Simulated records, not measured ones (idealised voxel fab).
process module | voxel transistor to metal
cross-section cut | 155 nm wide | cells 5 nm
A cross-section is a grid of square cells, given in bands from the top down. A band is one or more rows of cells.
Each band's line starts with the height of the band's top and of its bottom, in nm. Then come its materials from left to right, each with its width in nm. One material with "throughout" fills the band from edge to edge. "air" is empty space.
Height 0 is the level under which the wafer as received is all one material. The lowest band goes on downwards, as in "0 down".
A width such as "30 to 40" changes by the same amount from each row of cells to the next, from the band's top row to its bottom row.
"no change" after a step means that no cell of the cross-section changed.
closed voids: empty space of 8 cells or more with no open way to the top, each as width x height at its distance from the left edge, in nm
after a step's settings: what the simulator itself notes on the step
overlay nm, on a step with a mask: how far to the right of its planned place the mask lay; to the left if negative
plan
1 op RECEIVE | material Si
2 op OXIDIZE | depth nm 5
3 op CONFORMAL_DEP | material SiN | thk nm 10
4 op MASKED_ETCH | tone cover | mask id ACTIVE | width nm 105 | etch materials SiN | depth nm 10 | overlay nm 0
5 op MASKED_ETCH | tone cover | mask id ACTIVE | width nm 105 | etch materials SiO2 | depth nm 5 | overlay nm 0
6 op MASKED_ETCH | tone cover | mask id ACTIVE | width nm 105 | etch materials Si | depth nm 25 | overlay nm 0
7 op OXIDIZE | depth nm 5
8 op FILL_DEP | material SiO2 | thk nm 5
9 op CMP | height nm 10
10 op SELECTIVE_ETCH | etch materials SiO2 | depth nm 10
11 op STRIP | etch materials SiN
12 op SELECTIVE_ETCH | etch materials SiO2 | depth nm 5
13 op OXIDIZE | depth nm 5
14 op DIRECTIONAL_DEP | material polySi | thk nm 30
15 op DIRECTIONAL_DEP | material SiCN | thk nm 15
16 op DIRECTIONAL_DEP | material aC | thk nm 15
17 op PATTERN | tone cover | mask id GATE | material resist | width nm 25 | thk nm 30 | overlay nm 0
18 op DIRECTIONAL_ETCH | etch materials aC | depth nm 15
19 op STRIP | etch materials resist
20 op DIRECTIONAL_ETCH | etch materials SiCN | depth nm 25
21 op DIRECTIONAL_ETCH | etch materials polySi | depth nm 40
22 op STRIP | etch materials aC
23 op CONFORMAL_DEP | material SiO2 | thk nm 5
24 op DIRECTIONAL_ETCH | etch materials SiO2 | depth nm 5
25 op CONFORMAL_DEP | material SiN | thk nm 5
26 op DIRECTIONAL_ETCH | etch materials SiN | depth nm 5
27 op DIRECTIONAL_ETCH | etch materials SiO2 | depth nm 5
28 op EPI | material nSi | thk nm 5
29 op FILL_DEP | material SiO2 | thk nm 10
30 op CMP | height nm 25
31 op STRIP | etch materials polySi
32 op SELECTIVE_ETCH | etch materials SiO2 | depth nm 5
33 op CONFORMAL_DEP | material HfO2 | thk nm 5
34 op CONFORMAL_DEP | material TiN | thk nm 5
35 op FILL_DEP | material W | thk nm 5
36 op CMP | height nm 20
37 op DIRECTIONAL_DEP | material SiO2 | thk nm 15
38 op DIRECTIONAL_DEP | material aC | thk nm 15
39 op PATTERN | tone open | mask id CONTACT | material resist | width nm 20 | pitch nm 75 | thk nm 35 | overlay nm 0
40 op DIRECTIONAL_ETCH | etch materials aC | depth nm 15
41 op STRIP | etch materials resist
42 op DIRECTIONAL_ETCH | etch materials SiO2 | depth nm 40
43 op STRIP | etch materials aC
44 op CONFORMAL_DEP | material TiN | thk nm 5
45 op FILL_DEP | material W | thk nm 5
46 op CMP | height nm 35
47 op CONFORMAL_DEP | material SiCN | thk nm 5
48 op DIRECTIONAL_DEP | material lowk | thk nm 25
49 op PATTERN | tone open | mask id METAL_1 | material resist | width nm 20 | pitch nm 75 | thk nm 20 | overlay nm 0
50 op DIRECTIONAL_ETCH | etch materials lowk | depth nm 25
51 op DIRECTIONAL_ETCH | etch materials SiCN | depth nm 5
52 op STRIP | etch materials resist
53 op CONFORMAL_DEP | material TiN | thk nm 5
54 op FILL_DEP | material Ru | thk nm 5
55 op CMP | height nm 65
56 op EPI | material Ru | thk nm 5
57 op FILL_DEP | material SiCN | thk nm 5
58 op DIRECTIONAL_DEP | material SiO2 | thk nm 30
59 op PATTERN | tone open | mask id METAL_2_HOLES | material resist | width nm 15 | pitch nm 75 | thk nm 15 | overlay nm 0
60 op DIRECTIONAL_ETCH | etch materials SiO2 | depth nm 30
61 op STRIP | etch materials resist
62 op DIRECTIONAL_DEP | material aC | thk nm 10
63 op PATTERN | tone open | mask id METAL_2 | material resist | width nm 20 | pitch nm 75 | thk nm 25 | overlay nm 0
64 op DIRECTIONAL_ETCH | etch materials aC | depth nm 10
65 op STRIP | etch materials resist
66 op DIRECTIONAL_ETCH | etch materials SiO2 | depth nm 15
67 op DIRECTIONAL_ETCH | etch materials SiCN | depth nm 5
68 op STRIP | etch materials aC
69 op CONFORMAL_DEP | material TiN | thk nm 5
70 op FILL_DEP | material Cu | thk nm 10
71 op CMP | height nm 105
72 op CONFORMAL_DEP | material SiCN | thk nm 5
first wafer, as planned
as received, after step 1
  0 down: Si throughout
  closed voids: none
after step 2
  0 to -5: SiO2 throughout
  below -5: unchanged
after step 3
  10 to 0: SiN throughout
  below 0: unchanged
after step 4
  10 to 0: air 25 | SiN 105 | air 25
  below 0: unchanged
after step 5
  10 to 0: air 25 | SiN 105 | air 25
  0 to -5: air 25 | SiO2 105 | air 25
  below -5: unchanged
after step 6
  10 to 0: air 25 | SiN 105 | air 25
  0 to -5: air 25 | SiO2 105 | air 25
  -5 to -30: air 25 | Si 105 | air 25
  below -30: unchanged
after step 7
  10 to 0: air 25 | SiN 105 | air 25
  0 to -5: air 25 | SiO2 105 | air 25
  -5 to -30: air 25 | SiO2 5 | Si 95 | SiO2 5 | air 25
  -30 to -35: SiO2 30 | Si 95 | SiO2 30
  below -35: unchanged
after step 8
  15 to 10: SiO2 throughout
  10 to 0: SiO2 25 | SiN 105 | SiO2 25
  0 to -5: SiO2 throughout
  -5 to -35: SiO2 30 | Si 95 | SiO2 30
  below -35: unchanged
after step 9
  10 to 0: SiO2 25 | SiN 105 | SiO2 25
  below 0: unchanged
after step 10
  10 to 0: air 25 | SiN 105 | air 25
  below 0: unchanged
after step 11
  0 to -5: SiO2 throughout
  below -5: unchanged
after step 12
  -5 to -35: SiO2 30 | Si 95 | SiO2 30
  below -35: unchanged
after step 13
  -5 to -10: SiO2 throughout
  below -10: unchanged
after step 14
  25 to -5: polySi throughout
  below -5: unchanged
after step 15
  40 to 25: SiCN throughout
  below 25: unchanged
after step 16
  55 to 40: aC throughout
  below 40: unchanged
after step 17
  85 to 55: air 65 | resist 25 | air 65
  below 55: unchanged
after step 18
  70 to 55: air 65 | resist 25 | air 65
  55 to 40: air 65 | aC 25 | air 65
  below 40: unchanged
after step 19
  55 to 40: air 65 | aC 25 | air 65
  below 40: unchanged
after step 20
  55 to 40: air 65 | aC 25 | air 65
  40 to 25: air 65 | SiCN 25 | air 65
  below 25: unchanged
after step 21
  55 to 40: air 65 | aC 25 | air 65
  40 to 25: air 65 | SiCN 25 | air 65
  25 to -5: air 65 | polySi 25 | air 65
  below -5: unchanged
after step 22
  40 to 25: air 65 | SiCN 25 | air 65
  below 25: unchanged
after step 23
  45 to 40: air 60 | SiO2 35 | air 60
  40 to 25: air 60 | SiO2 5 | SiCN 25 | SiO2 5 | air 60
  25 to 0: air 60 | SiO2 5 | polySi 25 | SiO2 5 | air 60
  0 to -5: SiO2 65 | polySi 25 | SiO2 65
  below -5: unchanged
after step 24
  40 to 25: air 60 | SiO2 5 | SiCN 25 | SiO2 5 | air 60
  25 to -5: air 60 | SiO2 5 | polySi 25 | SiO2 5 | air 60
  below -5: unchanged
after step 25
  45 to 40: air 55 | SiN 45 | air 55
  40 to 25: air 55 | SiN 5 | SiO2 5 | SiCN 25 | SiO2 5 | SiN 5 | air 55
  25 to 0: air 55 | SiN 5 | SiO2 5 | polySi 25 | SiO2 5 | SiN 5 | air 55
  0 to -5: SiN 60 | SiO2 5 | polySi 25 | SiO2 5 | SiN 60
  below -5: unchanged
after step 26
  40 to 25: air 55 | SiN 5 | SiO2 5 | SiCN 25 | SiO2 5 | SiN 5 | air 55
  25 to -5: air 55 | SiN 5 | SiO2 5 | polySi 25 | SiO2 5 | SiN 5 | air 55
  below -5: unchanged
after step 27
  40 to 35: air 55 | SiN 5 | air 5 | SiCN 25 | air 5 | SiN 5 | air 55
  35 to 25: air 55 | SiN 5 | SiO2 5 | SiCN 25 | SiO2 5 | SiN 5 | air 55
  25 to -5: air 55 | SiN 5 | SiO2 5 | polySi 25 | SiO2 5 | SiN 5 | air 55
  -5 to -10: air 55 | SiO2 45 | air 55
  below -10: unchanged
after step 28
  40 to 35: air 55 | SiN 5 | air 5 | SiCN 25 | air 5 | SiN 5 | air 55
  35 to 25: air 55 | SiN 5 | SiO2 5 | SiCN 25 | SiO2 5 | SiN 5 | air 55
  25 to -5: air 55 | SiN 5 | SiO2 5 | polySi 25 | SiO2 5 | SiN 5 | air 55
  -5 to -10: air 25 | nSi 30 | SiO2 45 | nSi 30 | air 25
  below -10: unchanged
after step 29
  50 to 40: SiO2 throughout
  40 to 25: SiO2 55 | SiN 5 | SiO2 5 | SiCN 25 | SiO2 5 | SiN 5 | SiO2 55
  25 to -5: SiO2 55 | SiN 5 | SiO2 5 | polySi 25 | SiO2 5 | SiN 5 | SiO2 55
  -5 to -10: SiO2 25 | nSi 30 | SiO2 45 | nSi 30 | SiO2 25
  below -10: unchanged
after step 30
  25 to -5: SiO2 55 | SiN 5 | SiO2 5 | polySi 25 | SiO2 5 | SiN 5 | SiO2 55
  below -5: unchanged
after step 31
  25 to -5: SiO2 55 | SiN 5 | SiO2 5 | air 25 | SiO2 5 | SiN 5 | SiO2 55
  below -5: unchanged
after step 32
  25 to 20: air 55 | SiN 5 | air 35 | SiN 5 | air 55
  20 to -5: SiO2 55 | SiN 5 | air 35 | SiN 5 | SiO2 55
  -5 to -10: SiO2 25 | nSi 30 | SiO2 5 | air 35 | SiO2 5 | nSi 30 | SiO2 25
  below -10: unchanged
after step 33
  30 to 25: air 50 | HfO2 15 | air 25 | HfO2 15 | air 50
  25 to 20: HfO2 55 | SiN 5 | HfO2 5 | air 25 | HfO2 5 | SiN 5 | HfO2 55
  20 to -5: SiO2 55 | SiN 5 | HfO2 5 | air 25 | HfO2 5 | SiN 5 | SiO2 55
  -5 to -10: SiO2 25 | nSi 30 | SiO2 5 | HfO2 35 | SiO2 5 | nSi 30 | SiO2 25
  below -10: unchanged
after step 34
  35 to 30: air 45 | TiN 25 | air 15 | TiN 25 | air 45
  30 to 25: TiN 50 | HfO2 15 | TiN 5 | air 15 | TiN 5 | HfO2 15 | TiN 50
  25 to 20: HfO2 55 | SiN 5 | HfO2 5 | TiN 5 | air 15 | TiN 5 | HfO2 5 | SiN 5 | HfO2 55
  20 to 0: SiO2 55 | SiN 5 | HfO2 5 | TiN 5 | air 15 | TiN 5 | HfO2 5 | SiN 5 | SiO2 55
  0 to -5: SiO2 55 | SiN 5 | HfO2 5 | TiN 25 | HfO2 5 | SiN 5 | SiO2 55
  below -5: unchanged
after step 35
  40 to 35: W throughout
  35 to 30: W 45 | TiN 25 | W 15 | TiN 25 | W 45
  30 to 25: TiN 50 | HfO2 15 | TiN 5 | W 15 | TiN 5 | HfO2 15 | TiN 50
  25 to 20: HfO2 55 | SiN 5 | HfO2 5 | TiN 5 | W 15 | TiN 5 | HfO2 5 | SiN 5 | HfO2 55
  20 to 0: SiO2 55 | SiN 5 | HfO2 5 | TiN 5 | W 15 | TiN 5 | HfO2 5 | SiN 5 | SiO2 55
  below 0: unchanged
after step 36
  20 to 0: SiO2 55 | SiN 5 | HfO2 5 | TiN 5 | W 15 | TiN 5 | HfO2 5 | SiN 5 | SiO2 55
  below 0: unchanged
after step 37
  35 to 20: SiO2 throughout
  below 20: unchanged
after step 38
  50 to 35: aC throughout
  below 35: unchanged
after step 39
  85 to 50: resist 30 | air 20 | resist 55 | air 20 | resist 30
  below 50: unchanged
after step 40
  70 to 50: resist 30 | air 20 | resist 55 | air 20 | resist 30
  50 to 35: aC 30 | air 20 | aC 55 | air 20 | aC 30
  below 35: unchanged
after step 41
  50 to 35: aC 30 | air 20 | aC 55 | air 20 | aC 30
  below 35: unchanged
after step 42
  50 to 35: aC 30 | air 20 | aC 55 | air 20 | aC 30
  35 to 20: SiO2 30 | air 20 | SiO2 55 | air 20 | SiO2 30
  20 to 0: SiO2 30 | air 20 | SiO2 5 | SiN 5 | HfO2 5 | TiN 5 | W 15 | TiN 5 | HfO2 5 | SiN 5 | SiO2 5 | air 20 | SiO2 30
  0 to -5: SiO2 30 | air 20 | SiO2 5 | SiN 5 | HfO2 5 | TiN 25 | HfO2 5 | SiN 5 | SiO2 5 | air 20 | SiO2 30
  below -5: unchanged
after step 43
  35 to 20: SiO2 30 | air 20 | SiO2 55 | air 20 | SiO2 30
  below 20: unchanged
after step 44
  40 to 35: TiN 35 | air 10 | TiN 65 | air 10 | TiN 35
  35 to 20: SiO2 30 | TiN 5 | air 10 | TiN 5 | SiO2 55 | TiN 5 | air 10 | TiN 5 | SiO2 30
  20 to 0: SiO2 30 | TiN 5 | air 10 | TiN 5 | SiO2 5 | SiN 5 | HfO2 5 | TiN 5 | W 15 | TiN 5 | HfO2 5 | SiN 5 | SiO2 5 | TiN 5 | air 10 | TiN 5 | SiO2 30
  0 to -5: SiO2 30 | TiN 20 | SiO2 5 | SiN 5 | HfO2 5 | TiN 25 | HfO2 5 | SiN 5 | SiO2 5 | TiN 20 | SiO2 30
  below -5: unchanged
after step 45
  45 to 40: W throughout
  40 to 35: TiN 35 | W 10 | TiN 65 | W 10 | TiN 35
  35 to 20: SiO2 30 | TiN 5 | W 10 | TiN 5 | SiO2 55 | TiN 5 | W 10 | TiN 5 | SiO2 30
  20 to 0: SiO2 30 | TiN 5 | W 10 | TiN 5 | SiO2 5 | SiN 5 | HfO2 5 | TiN 5 | W 15 | TiN 5 | HfO2 5 | SiN 5 | SiO2 5 | TiN 5 | W 10 | TiN 5 | SiO2 30
  below 0: unchanged
after step 46
  35 to 20: SiO2 30 | TiN 5 | W 10 | TiN 5 | SiO2 55 | TiN 5 | W 10 | TiN 5 | SiO2 30
  below 20: unchanged
after step 47
  40 to 35: SiCN throughout
  below 35: unchanged
after step 48
  65 to 40: lowk throughout
  below 40: unchanged
after step 49
  85 to 65: resist 30 | air 20 | resist 55 | air 20 | resist 30
  below 65: unchanged
after step 50
  85 to 65: resist 30 | air 20 | resist 55 | air 20 | resist 30
  65 to 40: lowk 30 | air 20 | lowk 55 | air 20 | lowk 30
  below 40: unchanged
after step 51
  85 to 65: resist 30 | air 20 | resist 55 | air 20 | resist 30
  65 to 40: lowk 30 | air 20 | lowk 55 | air 20 | lowk 30
  40 to 35: SiCN 30 | air 20 | SiCN 55 | air 20 | SiCN 30
  below 35: unchanged
after step 52
  65 to 40: lowk 30 | air 20 | lowk 55 | air 20 | lowk 30
  below 40: unchanged
after step 53
  70 to 65: TiN 35 | air 10 | TiN 65 | air 10 | TiN 35
  65 to 40: lowk 30 | TiN 5 | air 10 | TiN 5 | lowk 55 | TiN 5 | air 10 | TiN 5 | lowk 30
  40 to 35: SiCN 30 | TiN 20 | SiCN 55 | TiN 20 | SiCN 30
  below 35: unchanged
after step 54
  75 to 70: Ru throughout
  70 to 65: TiN 35 | Ru 10 | TiN 65 | Ru 10 | TiN 35
  65 to 40: lowk 30 | TiN 5 | Ru 10 | TiN 5 | lowk 55 | TiN 5 | Ru 10 | TiN 5 | lowk 30
  below 40: unchanged
after step 55
  65 to 40: lowk 30 | TiN 5 | Ru 10 | TiN 5 | lowk 55 | TiN 5 | Ru 10 | TiN 5 | lowk 30
  below 40: unchanged
after step 56
  70 to 65: air 25 | Ru 30 | air 45 | Ru 30 | air 25
  below 65: unchanged
after step 57
  75 to 70: SiCN throughout
  70 to 65: SiCN 25 | Ru 30 | SiCN 45 | Ru 30 | SiCN 25
  below 65: unchanged
after step 58
  105 to 75: SiO2 throughout
  below 75: unchanged
after step 59
  120 to 105: resist 30 | air 15 | resist 60 | air 15 | resist 35
  below 105: unchanged
after step 60
  120 to 105: resist 30 | air 15 | resist 60 | air 15 | resist 35
  105 to 75: SiO2 30 | air 15 | SiO2 60 | air 15 | SiO2 35
  below 75: unchanged
after step 61
  105 to 75: SiO2 30 | air 15 | SiO2 60 | air 15 | SiO2 35
  below 75: unchanged
after step 62
  115 to 105: aC 30 | air 15 | aC 60 | air 15 | aC 35
  105 to 85: SiO2 30 | air 15 | SiO2 60 | air 15 | SiO2 35
  85 to 75: SiO2 30 | aC 15 | SiO2 60 | aC 15 | SiO2 35
  below 75: unchanged
after step 63
  140 to 115: resist 30 | air 20 | resist 55 | air 20 | resist 30
  below 115: unchanged
after step 64
  130 to 115: resist 30 | air 20 | resist 55 | air 20 | resist 30
  115 to 105: aC 30 | air 20 | aC 55 | air 20 | aC 30
  105 to 75: SiO2 30 | air 15 | SiO2 60 | air 15 | SiO2 35
  below 75: unchanged
after step 65
  115 to 105: aC 30 | air 20 | aC 55 | air 20 | aC 30
  below 105: unchanged
after step 66
  115 to 105: aC 30 | air 20 | aC 55 | air 20 | aC 30
  105 to 90: SiO2 30 | air 20 | SiO2 55 | air 20 | SiO2 30
  below 90: unchanged
after step 67
  115 to 105: aC 30 | air 20 | aC 55 | air 20 | aC 30
  105 to 90: SiO2 30 | air 20 | SiO2 55 | air 20 | SiO2 30
  90 to 75: SiO2 30 | air 15 | SiO2 60 | air 15 | SiO2 35
  75 to 70: SiCN 30 | air 15 | SiCN 60 | air 15 | SiCN 35
  below 70: unchanged
after step 68
  105 to 90: SiO2 30 | air 20 | SiO2 55 | air 20 | SiO2 30
  below 90: unchanged
after step 69
  110 to 105: TiN 35 | air 10 | TiN 65 | air 10 | TiN 35
  105 to 95: SiO2 30 | TiN 5 | air 10 | TiN 5 | SiO2 55 | TiN 5 | air 10 | TiN 5 | SiO2 30
  95 to 90: SiO2 30 | TiN 5 | air 5 | TiN 10 | SiO2 55 | TiN 5 | air 5 | TiN 10 | SiO2 30
  90 to 75: SiO2 30 | TiN 5 | air 5 | TiN 5 | SiO2 60 | TiN 5 | air 5 | TiN 5 | SiO2 35
  75 to 70: SiCN 30 | TiN 15 | SiCN 60 | TiN 15 | SiCN 35
  below 70: unchanged
after step 70
  120 to 110: Cu throughout
  110 to 105: TiN 35 | Cu 10 | TiN 65 | Cu 10 | TiN 35
  105 to 95: SiO2 30 | TiN 5 | Cu 10 | TiN 5 | SiO2 55 | TiN 5 | Cu 10 | TiN 5 | SiO2 30
  95 to 90: SiO2 30 | TiN 5 | Cu 5 | TiN 10 | SiO2 55 | TiN 5 | Cu 5 | TiN 10 | SiO2 30
  90 to 75: SiO2 30 | TiN 5 | Cu 5 | TiN 5 | SiO2 60 | TiN 5 | Cu 5 | TiN 5 | SiO2 35
  below 75: unchanged
after step 71
  105 to 95: SiO2 30 | TiN 5 | Cu 10 | TiN 5 | SiO2 55 | TiN 5 | Cu 10 | TiN 5 | SiO2 30
  below 95: unchanged
after step 72
  110 to 105: SiCN throughout
  below 105: unchanged
second wafer: like start, like plan, one mistake. Through step 32 it matches the first wafer
when step 33 should have ended
  30 to 25: air 50 | TiN 15 | air 25 | TiN 15 | air 50
  25 to 20: TiN 55 | SiN 5 | TiN 5 | air 25 | TiN 5 | SiN 5 | TiN 55
  20 to -5: SiO2 55 | SiN 5 | TiN 5 | air 25 | TiN 5 | SiN 5 | SiO2 55
  -5 to -10: SiO2 25 | nSi 30 | SiO2 5 | TiN 35 | SiO2 5 | nSi 30 | SiO2 25
  below -10: unchanged
when step 34 should have ended
  35 to 30: air 45 | HfO2 25 | air 15 | HfO2 25 | air 45
  30 to 25: HfO2 50 | TiN 15 | HfO2 5 | air 15 | HfO2 5 | TiN 15 | HfO2 50
  25 to 20: TiN 55 | SiN 5 | TiN 5 | HfO2 5 | air 15 | HfO2 5 | TiN 5 | SiN 5 | TiN 55
  20 to 0: SiO2 55 | SiN 5 | TiN 5 | HfO2 5 | air 15 | HfO2 5 | TiN 5 | SiN 5 | SiO2 55
  0 to -5: SiO2 55 | SiN 5 | TiN 5 | HfO2 25 | TiN 5 | SiN 5 | SiO2 55
  below -5: unchanged
when step 35 should have ended
  40 to 35: W throughout
  35 to 30: W 45 | HfO2 25 | W 15 | HfO2 25 | W 45
  30 to 25: HfO2 50 | TiN 15 | HfO2 5 | W 15 | HfO2 5 | TiN 15 | HfO2 50
  25 to 20: TiN 55 | SiN 5 | TiN 5 | HfO2 5 | W 15 | HfO2 5 | TiN 5 | SiN 5 | TiN 55
  20 to 0: SiO2 55 | SiN 5 | TiN 5 | HfO2 5 | W 15 | HfO2 5 | TiN 5 | SiN 5 | SiO2 55
  below 0: unchanged
when step 36 should have ended
  20 to 0: SiO2 55 | SiN 5 | TiN 5 | HfO2 5 | W 15 | HfO2 5 | TiN 5 | SiN 5 | SiO2 55
  below 0: unchanged
when step 37 should have ended
  35 to 20: SiO2 throughout
  below 20: unchanged
when step 38 should have ended
  50 to 35: aC throughout
  below 35: unchanged
when step 39 should have ended
  85 to 50: resist 30 | air 20 | resist 55 | air 20 | resist 30
  below 50: unchanged
when step 40 should have ended
  70 to 50: resist 30 | air 20 | resist 55 | air 20 | resist 30
  50 to 35: aC 30 | air 20 | aC 55 | air 20 | aC 30
  below 35: unchanged
when step 41 should have ended
  50 to 35: aC 30 | air 20 | aC 55 | air 20 | aC 30
  below 35: unchanged
when step 42 should have ended
  50 to 35: aC 30 | air 20 | aC 55 | air 20 | aC 30
  35 to 20: SiO2 30 | air 20 | SiO2 55 | air 20 | SiO2 30
  20 to 0: SiO2 30 | air 20 | SiO2 5 | SiN 5 | TiN 5 | HfO2 5 | W 15 | HfO2 5 | TiN 5 | SiN 5 | SiO2 5 | air 20 | SiO2 30
  0 to -5: SiO2 30 | air 20 | SiO2 5 | SiN 5 | TiN 5 | HfO2 25 | TiN 5 | SiN 5 | SiO2 5 | air 20 | SiO2 30
  below -5: unchanged
when step 43 should have ended
  35 to 20: SiO2 30 | air 20 | SiO2 55 | air 20 | SiO2 30
  below 20: unchanged
when step 44 should have ended
  40 to 35: TiN 35 | air 10 | TiN 65 | air 10 | TiN 35
  35 to 20: SiO2 30 | TiN 5 | air 10 | TiN 5 | SiO2 55 | TiN 5 | air 10 | TiN 5 | SiO2 30
  20 to 0: SiO2 30 | TiN 5 | air 10 | TiN 5 | SiO2 5 | SiN 5 | TiN 5 | HfO2 5 | W 15 | HfO2 5 | TiN 5 | SiN 5 | SiO2 5 | TiN 5 | air 10 | TiN 5 | SiO2 30
  0 to -5: SiO2 30 | TiN 20 | SiO2 5 | SiN 5 | TiN 5 | HfO2 25 | TiN 5 | SiN 5 | SiO2 5 | TiN 20 | SiO2 30
  below -5: unchanged
when step 45 should have ended
  45 to 40: W throughout
  40 to 35: TiN 35 | W 10 | TiN 65 | W 10 | TiN 35
  35 to 20: SiO2 30 | TiN 5 | W 10 | TiN 5 | SiO2 55 | TiN 5 | W 10 | TiN 5 | SiO2 30
  20 to 0: SiO2 30 | TiN 5 | W 10 | TiN 5 | SiO2 5 | SiN 5 | TiN 5 | HfO2 5 | W 15 | HfO2 5 | TiN 5 | SiN 5 | SiO2 5 | TiN 5 | W 10 | TiN 5 | SiO2 30
  below 0: unchanged
when step 46 should have ended
  35 to 20: SiO2 30 | TiN 5 | W 10 | TiN 5 | SiO2 55 | TiN 5 | W 10 | TiN 5 | SiO2 30
  below 20: unchanged
when step 47 should have ended
  40 to 35: SiCN throughout
  below 35: unchanged
when step 48 should have ended
  65 to 40: lowk throughout
  below 40: unchanged
when step 49 should have ended
  85 to 65: resist 30 | air 20 | resist 55 | air 20 | resist 30
  below 65: unchanged
when step 50 should have ended
  85 to 65: resist 30 | air 20 | resist 55 | air 20 | resist 30
  65 to 40: lowk 30 | air 20 | lowk 55 | air 20 | lowk 30
  below 40: unchanged
when step 51 should have ended
  85 to 65: resist 30 | air 20 | resist 55 | air 20 | resist 30
  65 to 40: lowk 30 | air 20 | lowk 55 | air 20 | lowk 30
  40 to 35: SiCN 30 | air 20 | SiCN 55 | air 20 | SiCN 30
  below 35: unchanged
when step 52 should have ended
  65 to 40: lowk 30 | air 20 | lowk 55 | air 20 | lowk 30
  below 40: unchanged
when step 53 should have ended
  70 to 65: TiN 35 | air 10 | TiN 65 | air 10 | TiN 35
  65 to 40: lowk 30 | TiN 5 | air 10 | TiN 5 | lowk 55 | TiN 5 | air 10 | TiN 5 | lowk 30
  40 to 35: SiCN 30 | TiN 20 | SiCN 55 | TiN 20 | SiCN 30
  below 35: unchanged
when step 54 should have ended
  75 to 70: Ru throughout
  70 to 65: TiN 35 | Ru 10 | TiN 65 | Ru 10 | TiN 35
  65 to 40: lowk 30 | TiN 5 | Ru 10 | TiN 5 | lowk 55 | TiN 5 | Ru 10 | TiN 5 | lowk 30
  below 40: unchanged
when step 55 should have ended
  65 to 40: lowk 30 | TiN 5 | Ru 10 | TiN 5 | lowk 55 | TiN 5 | Ru 10 | TiN 5 | lowk 30
  below 40: unchanged
when step 56 should have ended
  70 to 65: air 25 | Ru 30 | air 45 | Ru 30 | air 25
  below 65: unchanged
when step 57 should have ended
  75 to 70: SiCN throughout
  70 to 65: SiCN 25 | Ru 30 | SiCN 45 | Ru 30 | SiCN 25
  below 65: unchanged
when step 58 should have ended
  105 to 75: SiO2 throughout
  below 75: unchanged
when step 59 should have ended
  120 to 105: resist 30 | air 15 | resist 60 | air 15 | resist 35
  below 105: unchanged
when step 60 should have ended
  120 to 105: resist 30 | air 15 | resist 60 | air 15 | resist 35
  105 to 75: SiO2 30 | air 15 | SiO2 60 | air 15 | SiO2 35
  below 75: unchanged
when step 61 should have ended
  105 to 75: SiO2 30 | air 15 | SiO2 60 | air 15 | SiO2 35
  below 75: unchanged
when step 62 should have ended
  115 to 105: aC 30 | air 15 | aC 60 | air 15 | aC 35
  105 to 85: SiO2 30 | air 15 | SiO2 60 | air 15 | SiO2 35
  85 to 75: SiO2 30 | aC 15 | SiO2 60 | aC 15 | SiO2 35
  below 75: unchanged
when step 63 should have ended
  140 to 115: resist 30 | air 20 | resist 55 | air 20 | resist 30
  below 115: unchanged
when step 64 should have ended
  130 to 115: resist 30 | air 20 | resist 55 | air 20 | resist 30
  115 to 105: aC 30 | air 20 | aC 55 | air 20 | aC 30
  105 to 75: SiO2 30 | air 15 | SiO2 60 | air 15 | SiO2 35
  below 75: unchanged
when step 65 should have ended
  115 to 105: aC 30 | air 20 | aC 55 | air 20 | aC 30
  below 105: unchanged
when step 66 should have ended
  115 to 105: aC 30 | air 20 | aC 55 | air 20 | aC 30
  105 to 90: SiO2 30 | air 20 | SiO2 55 | air 20 | SiO2 30
  below 90: unchanged
when step 67 should have ended
  115 to 105: aC 30 | air 20 | aC 55 | air 20 | aC 30
  105 to 90: SiO2 30 | air 20 | SiO2 55 | air 20 | SiO2 30
  90 to 75: SiO2 30 | air 15 | SiO2 60 | air 15 | SiO2 35
  75 to 70: SiCN 30 | air 15 | SiCN 60 | air 15 | SiCN 35
  below 70: unchanged
when step 68 should have ended
  105 to 90: SiO2 30 | air 20 | SiO2 55 | air 20 | SiO2 30
  below 90: unchanged
when step 69 should have ended
  110 to 105: TiN 35 | air 10 | TiN 65 | air 10 | TiN 35
  105 to 95: SiO2 30 | TiN 5 | air 10 | TiN 5 | SiO2 55 | TiN 5 | air 10 | TiN 5 | SiO2 30
  95 to 90: SiO2 30 | TiN 5 | air 5 | TiN 10 | SiO2 55 | TiN 5 | air 5 | TiN 10 | SiO2 30
  90 to 75: SiO2 30 | TiN 5 | air 5 | TiN 5 | SiO2 60 | TiN 5 | air 5 | TiN 5 | SiO2 35
  75 to 70: SiCN 30 | TiN 15 | SiCN 60 | TiN 15 | SiCN 35
  below 70: unchanged
when step 70 should have ended
  120 to 110: Cu throughout
  110 to 105: TiN 35 | Cu 10 | TiN 65 | Cu 10 | TiN 35
  105 to 95: SiO2 30 | TiN 5 | Cu 10 | TiN 5 | SiO2 55 | TiN 5 | Cu 10 | TiN 5 | SiO2 30
  95 to 90: SiO2 30 | TiN 5 | Cu 5 | TiN 10 | SiO2 55 | TiN 5 | Cu 5 | TiN 10 | SiO2 30
  90 to 75: SiO2 30 | TiN 5 | Cu 5 | TiN 5 | SiO2 60 | TiN 5 | Cu 5 | TiN 5 | SiO2 35
  below 75: unchanged
when step 71 should have ended
  105 to 95: SiO2 30 | TiN 5 | Cu 10 | TiN 5 | SiO2 55 | TiN 5 | Cu 10 | TiN 5 | SiO2 30
  below 95: unchanged
when step 72 should have ended
  110 to 105: SiCN throughout
  below 105: unchanged
what went wrong: steps 33 and 34 were swapped
at the end the second wafer has, in cells: 4 fewer of HfO2 | 4 more of TiN
